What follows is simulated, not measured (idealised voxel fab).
Process module, titled voxel self aligned contacts
180 nm wide, 5 nm square cells: that's cross-section cut.
If you're reading a cross-section in this doc, picture square cells in a grid; it comes to you as bands, top ones listed first down to the bottom, and a band can be one or more rows of cells. Basically the band line says how high the top is and how high the bottom is, in nm, and then what's in it from left to right, every material with its width in nm. Empty space shows up as "empty", and if a single material carries "throughout" it runs the full band edge to edge. Height is counted from the level 0, under which the received wafer is composed throughout of one material. The lowest of the bands is not closed at the bottom but continues downward, in the notation "0 down". With a width like "30->40", each row of cells in the band differs from the next by the same amount, the top row carrying the first number and the bottom row the second. "remains unaltered", as given for a step, is the statement that not any cell of the cross-section underwent a change during that step. Voids not open to the top, 8 cells minimum: see "Enclosed voids". Written width x height at distance; distance is from the left edge; nm. Read whatever lies past the settings on a step's line as the simulator's own remark about the step. For masked steps, "overlay nm" on the step line gives how far right of plan the mask actually lay; a minus sign means it lay to the left.
Listed below are the process steps as planned:
step 1: RECEIVE (material Si)
step 2: OXIDIZE (depth nm 5)
step 3: DIRECTIONAL_DEP (material polySi; thk nm 20)
step 4: DIRECTIONAL_DEP (material SiN; thk nm 20)
step 5: MASKED_ETCH (tone cover; mask id GATE; width nm 25; pitch nm 60; etch materials SiN; depth nm 20; overlay nm 0)
step 6: MASKED_ETCH (tone cover; mask id GATE; width nm 25; pitch nm 60; etch materials polySi; depth nm 20; overlay nm 0)
step 7: CONFORMAL_DEP (material SiN; thk nm 5)
step 8: DIRECTIONAL_ETCH (etch materials SiN; depth nm 5)
step 9: FILL_DEP (material SiO2; thk nm 15)
step 10: CMP (height nm 45)
step 11: PATTERN (tone open; mask id CONTACT; material resist; width nm 45; pitch nm 60; thk nm 15; overlay nm 0)
step 12: DIRECTIONAL_ETCH (etch materials SiO2; depth nm 50)
step 13: STRIP (etch materials resist)
step 14: CONFORMAL_DEP (material TiN; thk nm 5)
step 15: FILL_DEP (material Ru; thk nm 10)
step 16: CMP (height nm 45)
step 17: CONFORMAL_DEP (material SiCN; thk nm 5)
Of two wafers, the first: run according to plan:
Wafer at receipt (post step 1), cross-section:
- 0 down  Si throughout
- Enclosed voids: none
After step 2: wafer cross-section:
- 0 to -5  SiO2 throughout
- below -5: unchanged
After step 3: wafer cross-section:
- 20 to 0  polySi throughout
- below 0: unchanged
After step 4: wafer cross-section:
- 40 to 20  SiN throughout
- below 20: unchanged
After step 5: wafer cross-section:
- 40 to 20  15 empty; 25 SiN; 35 empty; 25 SiN; 35 empty; 25 SiN; 20 empty
- below 20: unchanged
After step 6: wafer cross-section:
- 40 to 20  15 empty; 25 SiN; 35 empty; 25 SiN; 35 empty; 25 SiN; 20 empty
- 20 to 0  15 empty; 25 polySi; 35 empty; 25 polySi; 35 empty; 25 polySi; 20 empty
- below 0: unchanged
After step 7: wafer cross-section:
- 45 to 20  10 empty; 35 SiN; 25 empty; 35 SiN; 25 empty; 35 SiN; 15 empty
- 20 to 5  10 empty; 5 SiN; 25 polySi; 5 SiN; 25 empty; 5 SiN; 25 polySi; 5 SiN; 25 empty; 5 SiN; 25 polySi; 5 SiN; 15 empty
- 5 to 0  15 SiN; 25 polySi; 35 SiN; 25 polySi; 35 SiN; 25 polySi; 20 SiN
- below 0: unchanged
After step 8: wafer cross-section:
- 40 to 20  10 empty; 35 SiN; 25 empty; 35 SiN; 25 empty; 35 SiN; 15 empty
- 20 to 0  10 empty; 5 SiN; 25 polySi; 5 SiN; 25 empty; 5 SiN; 25 polySi; 5 SiN; 25 empty; 5 SiN; 25 polySi; 5 SiN; 15 empty
- below 0: unchanged
After step 9: wafer cross-section:
- 55 to 40  SiO2 throughout
- 40 to 20  10 SiO2; 35 SiN; 25 SiO2; 35 SiN; 25 SiO2; 35 SiN; 15 SiO2
- 20 to 0  10 SiO2; 5 SiN; 25 polySi; 5 SiN; 25 SiO2; 5 SiN; 25 polySi; 5 SiN; 25 SiO2; 5 SiN; 25 polySi; 5 SiN; 15 SiO2
- below 0: unchanged
After step 10: wafer cross-section:
- 45 to 40  SiO2 throughout
- below 40: unchanged
After step 11: wafer cross-section:
- 60 to 45  35 resist; 45 empty; 15 resist; 45 empty; 40 resist
- below 45: unchanged
After step 12: wafer cross-section:
- 60 to 45  35 resist; 45 empty; 15 resist; 45 empty; 40 resist
- 45 to 40  35 SiO2; 45 empty; 15 SiO2; 45 empty; 40 SiO2
- 40 to 20  10 SiO2; 35 SiN; 25 empty; 35 SiN; 25 empty; 35 SiN; 15 SiO2
- 20 to 0  10 SiO2; 5 SiN; 25 polySi; 5 SiN; 25 empty; 5 SiN; 25 polySi; 5 SiN; 25 empty; 5 SiN; 25 polySi; 5 SiN; 15 SiO2
- 0 to -5  45 SiO2; 25 empty; 35 SiO2; 25 empty; 50 SiO2
- below -5: unchanged
After step 13: wafer cross-section:
- 45 to 40  35 SiO2; 45 empty; 15 SiO2; 45 empty; 40 SiO2
- below 40: unchanged
After step 14: wafer cross-section:
- 50 to 45  40 TiN; 35 empty; 25 TiN; 35 empty; 45 TiN
- 45 to 40  35 SiO2; 15 TiN; 15 empty; 15 TiN; 15 SiO2; 15 TiN; 15 empty; 15 TiN; 40 SiO2
- 40 to 20  10 SiO2; 35 SiN; 5 TiN; 15 empty; 5 TiN; 35 SiN; 5 TiN; 15 empty; 5 TiN; 35 SiN; 15 SiO2
- 20 to 0  10 SiO2; 5 SiN; 25 polySi; 5 SiN; 5 TiN; 15 empty; 5 TiN; 5 SiN; 25 polySi; 5 SiN; 5 TiN; 15 empty; 5 TiN; 5 SiN; 25 polySi; 5 SiN; 15 SiO2
- 0 to -5  45 SiO2; 25 TiN; 35 SiO2; 25 TiN; 50 SiO2
- below -5: unchanged
After step 15: wafer cross-section:
- 60 to 50  Ru throughout
- 50 to 45  40 TiN; 35 Ru; 25 TiN; 35 Ru; 45 TiN
- 45 to 40  35 SiO2; 15 TiN; 15 Ru; 15 TiN; 15 SiO2; 15 TiN; 15 Ru; 15 TiN; 40 SiO2
- 40 to 20  10 SiO2; 35 SiN; 5 TiN; 15 Ru; 5 TiN; 35 SiN; 5 TiN; 15 Ru; 5 TiN; 35 SiN; 15 SiO2
- 20 to 0  10 SiO2; 5 SiN; 25 polySi; 5 SiN; 5 TiN; 15 Ru; 5 TiN; 5 SiN; 25 polySi; 5 SiN; 5 TiN; 15 Ru; 5 TiN; 5 SiN; 25 polySi; 5 SiN; 15 SiO2
- below 0: unchanged
After step 16: wafer cross-section:
- 45 to 40  35 SiO2; 15 TiN; 15 Ru; 15 TiN; 15 SiO2; 15 TiN; 15 Ru; 15 TiN; 40 SiO2
- below 40: unchanged
After step 17: wafer cross-section:
- 50 to 45  SiCN throughout
- below 45: unchanged
Wafer two. Same start, same plan, one slip in execution. Same as wafer one through step 1, inclusive:
Second wafer at the planned finish of step 2, seen in cross-section:
- 0 to -15  SiO2 throughout
- below -15: unchanged
Second wafer at the planned finish of step 3, seen in cross-section:
- 20 to 0  polySi throughout
- below 0: unchanged
Second wafer at the planned finish of step 4, seen in cross-section:
- 40 to 20  SiN throughout
- below 20: unchanged
Second wafer at the planned finish of step 5, seen in cross-section:
- 40 to 20  15 empty; 25 SiN; 35 empty; 25 SiN; 35 empty; 25 SiN; 20 empty
- below 20: unchanged
Second wafer at the planned finish of step 6, seen in cross-section:
- 40 to 20  15 empty; 25 SiN; 35 empty; 25 SiN; 35 empty; 25 SiN; 20 empty
- 20 to 0  15 empty; 25 polySi; 35 empty; 25 polySi; 35 empty; 25 polySi; 20 empty
- below 0: unchanged
Second wafer at the planned finish of step 7, seen in cross-section:
- 45 to 20  10 empty; 35 SiN; 25 empty; 35 SiN; 25 empty; 35 SiN; 15 empty
- 20 to 5  10 empty; 5 SiN; 25 polySi; 5 SiN; 25 empty; 5 SiN; 25 polySi; 5 SiN; 25 empty; 5 SiN; 25 polySi; 5 SiN; 15 empty
- 5 to 0  15 SiN; 25 polySi; 35 SiN; 25 polySi; 35 SiN; 25 polySi; 20 SiN
- below 0: unchanged
Second wafer at the planned finish of step 8, seen in cross-section:
- 40 to 20  10 empty; 35 SiN; 25 empty; 35 SiN; 25 empty; 35 SiN; 15 empty
- 20 to 0  10 empty; 5 SiN; 25 polySi; 5 SiN; 25 empty; 5 SiN; 25 polySi; 5 SiN; 25 empty; 5 SiN; 25 polySi; 5 SiN; 15 empty
- below 0: unchanged
Second wafer at the planned finish of step 9, seen in cross-section:
- 55 to 40  SiO2 throughout
- 40 to 20  10 SiO2; 35 SiN; 25 SiO2; 35 SiN; 25 SiO2; 35 SiN; 15 SiO2
- 20 to 0  10 SiO2; 5 SiN; 25 polySi; 5 SiN; 25 SiO2; 5 SiN; 25 polySi; 5 SiN; 25 SiO2; 5 SiN; 25 polySi; 5 SiN; 15 SiO2
- below 0: unchanged
Second wafer at the planned finish of step 10, seen in cross-section:
- 45 to 40  SiO2 throughout
- below 40: unchanged
Second wafer at the planned finish of step 11, seen in cross-section:
- 60 to 45  35 resist; 45 empty; 15 resist; 45 empty; 40 resist
- below 45: unchanged
Second wafer at the planned finish of step 12, seen in cross-section:
- 60 to 45  35 resist; 45 empty; 15 resist; 45 empty; 40 resist
- 45 to 40  35 SiO2; 45 empty; 15 SiO2; 45 empty; 40 SiO2
- 40 to 20  10 SiO2; 35 SiN; 25 empty; 35 SiN; 25 empty; 35 SiN; 15 SiO2
- 20 to 0  10 SiO2; 5 SiN; 25 polySi; 5 SiN; 25 empty; 5 SiN; 25 polySi; 5 SiN; 25 empty; 5 SiN; 25 polySi; 5 SiN; 15 SiO2
- 0 to -5  45 SiO2; 25 empty; 35 SiO2; 25 empty; 50 SiO2
- below -5: unchanged
Second wafer at the planned finish of step 13, seen in cross-section:
- 45 to 40  35 SiO2; 45 empty; 15 SiO2; 45 empty; 40 SiO2
- below 40: unchanged
Second wafer at the planned finish of step 14, seen in cross-section:
- 50 to 45  40 TiN; 35 empty; 25 TiN; 35 empty; 45 TiN
- 45 to 40  35 SiO2; 15 TiN; 15 empty; 15 TiN; 15 SiO2; 15 TiN; 15 empty; 15 TiN; 40 SiO2
- 40 to 20  10 SiO2; 35 SiN; 5 TiN; 15 empty; 5 TiN; 35 SiN; 5 TiN; 15 empty; 5 TiN; 35 SiN; 15 SiO2
- 20 to 0  10 SiO2; 5 SiN; 25 polySi; 5 SiN; 5 TiN; 15 empty; 5 TiN; 5 SiN; 25 polySi; 5 SiN; 5 TiN; 15 empty; 5 TiN; 5 SiN; 25 polySi; 5 SiN; 15 SiO2
- 0 to -5  45 SiO2; 25 TiN; 35 SiO2; 25 TiN; 50 SiO2
- below -5: unchanged
Second wafer at the planned finish of step 15, seen in cross-section:
- 60 to 50  Ru throughout
- 50 to 45  40 TiN; 35 Ru; 25 TiN; 35 Ru; 45 TiN
- 45 to 40  35 SiO2; 15 TiN; 15 Ru; 15 TiN; 15 SiO2; 15 TiN; 15 Ru; 15 TiN; 40 SiO2
- 40 to 20  10 SiO2; 35 SiN; 5 TiN; 15 Ru; 5 TiN; 35 SiN; 5 TiN; 15 Ru; 5 TiN; 35 SiN; 15 SiO2
- 20 to 0  10 SiO2; 5 SiN; 25 polySi; 5 SiN; 5 TiN; 15 Ru; 5 TiN; 5 SiN; 25 polySi; 5 SiN; 5 TiN; 15 Ru; 5 TiN; 5 SiN; 25 polySi; 5 SiN; 15 SiO2
- below 0: unchanged
Second wafer at the planned finish of step 16, seen in cross-section:
- 45 to 40  35 SiO2; 15 TiN; 15 Ru; 15 TiN; 15 SiO2; 15 TiN; 15 Ru; 15 TiN; 40 SiO2
- below 40: unchanged
Second wafer at the planned finish of step 17, seen in cross-section:
- 50 to 45  SiCN throughout
- below 45: unchanged
Diagnosis: step 2, actual vs plan mismatch, actual run OXIDIZE (depth nm 15)
Cell-count delta at end, second wafer over first, by material: -72 Si; +72 SiO2
